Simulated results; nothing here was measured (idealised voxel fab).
process module | voxel self aligned contacts
cross-section cut | 250 nm wide | cells 5 nm
A cross-section is a grid of square cells, given in bands from the top down. A band is one or more rows of cells.
Each band's line starts with the height of the band's top and of its bottom, in nm. Then come its materials from left to right, each with its width in nm. One material with "throughout" fills the band from edge to edge. "air" is empty space.
Height 0 is the level under which the wafer as received is all one material. The lowest band goes on downwards, as in "0 down".
A width such as "30 to 40" changes by the same amount from each row of cells to the next, from the band's top row to its bottom row.
"no change" after a step means that no cell of the cross-section changed.
closed voids: empty space of 8 cells or more with no open way to the top, each as width x height at its distance from the left edge, in nm
after a step's settings: what the simulator itself notes on the step
overlay nm, on a step with a mask: how far to the right of its planned place the mask lay; to the left if negative
plan
1 op RECEIVE | material Si
2 op OXIDIZE | depth nm 5
3 op DIRECTIONAL_DEP | material polySi | thk nm 25
4 op DIRECTIONAL_DEP | material SiN | thk nm 25
5 op DIRECTIONAL_DEP | material aC | thk nm 15
6 op PATTERN | tone cover | mask id GATE | material resist | width nm 35 | pitch nm 75 | thk nm 35 | overlay nm 0
7 op DIRECTIONAL_ETCH | etch materials aC | depth nm 15
8 op STRIP | etch materials resist
9 op DIRECTIONAL_ETCH | etch materials SiN | depth nm 25
10 op DIRECTIONAL_ETCH | etch materials polySi | depth nm 25
11 op STRIP | etch materials aC
12 op CONFORMAL_DEP | material SiN | thk nm 10
13 op DIRECTIONAL_ETCH | etch materials SiN | depth nm 10
14 op FILL_DEP | material SiO2 | thk nm 15
15 op CMP | height nm 55
16 op MASKED_ETCH | tone open | mask id CONTACT | width nm 60 | etch materials SiO2 | depth nm 60 | overlay nm 0
17 op CONFORMAL_DEP | material TiN | thk nm 5
18 op FILL_DEP | material Ru | thk nm 5
19 op CMP | height nm 55
20 op CONFORMAL_DEP | material SiN | thk nm 5
as received, after step 1
  0 down: Si throughout
  closed voids: none
a wafer at the end: this start, this plan, one mistake
  60 to 55: SiN throughout
  55 to 50: SiO2 60 | SiN 55 | TiN 20 | SiN 55 | SiO2 60
  50 to 25: SiN throughout
  25 to 0: polySi throughout
  0 to -5: SiO2 throughout
  -5 down: Si throughout
  closed voids: none
what went wrong: step 4 was run twice
